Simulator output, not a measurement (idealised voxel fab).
Process module heading - voxel spacer lines
Section cut is 300 nm wide and gridded with 5 nm square cells.
Think of the cross-section as a grid of square cells. We describe it in bands, top to bottom, and each band covers one or more rows of those cells.
Top, bottom (nm), then materials left to right with widths (nm); lone material tagged "throughout" fills the whole band edge to edge; "blank" = empty space.
Below 0: as-received wafer, all one material; heights counted from there. Lowest band: no bottom, goes on down, written "0 -> down".
The notation "30 to 40" denotes a width that varies across the rows of cells in the band, beginning at the first number in the top row, finishing at the second number in the bottom row, and changing by an identical amount from each row to the next.
Basically "no modifications" means that step didn't change any cell in the cross-section.
The list in "Fully closed voids" covers empty spaces of 8 cells or more that cannot reach the top through any open way, and it gives each as width x height at distance; the distance is from the left edge, and width, height and distance are in nm.
Step line, after settings: the simulator's comment on this step.
The "overlay nm" setting may appear on a step's line; for a step that uses a mask, it gives how far to the right of its planned position the mask lay, and a negative value indicates the left.

PLANNED STEP LIST FOR THE PROCESS
1. RECEIVE with material Si
2. CONFORMAL_DEP with material Al2O3, thk nm 5
3. DIRECTIONAL_DEP with material TiN, thk nm 15
4. DIRECTIONAL_DEP with material aC, thk nm 25
5. PATTERN with tone cover, mask id MANDREL, material resist, width nm 15, pitch nm 60, thk nm 30, overlay nm 0
6. DIRECTIONAL_ETCH with etch materials aC, depth nm 25
7. STRIP with etch materials resist
8. CONFORMAL_DEP with material SiO2, thk nm 15
9. DIRECTIONAL_ETCH with etch materials SiO2, depth nm 15
10. STRIP with etch materials aC
11. DIRECTIONAL_ETCH with etch materials TiN, depth nm 15
12. STRIP with etch materials SiO2

WAFER AT RECEIPT (POST STEP 1), CROSS-SECTION
> 0 -> down: Si throughout
> Fully closed voids: none

SAME STARTING WAFER, SAME PLAN AS ABOVE, ONE MISTAKE IN THE EXECUTION; THIS IS THE CROSS-SECTION AT THE END OF THE MODULE
> 20 -> 5: blank 90 nm / TiN 15 nm / blank 25 nm / TiN 15 nm / blank 5 nm / TiN 15 nm / blank 25 nm / TiN 15 nm / blank 95 nm
> 5 -> 0: Al2O3 throughout
> 0 -> down: Si throughout
> Fully closed voids: none
In executing the process, a mistake was made relative to the plan: step 5 did not use the planned setting and instead ran as PATTERN with tone cover, mask id MANDREL, material resist, width nm 25, pitch nm 60, thk nm 30, overlay nm 0
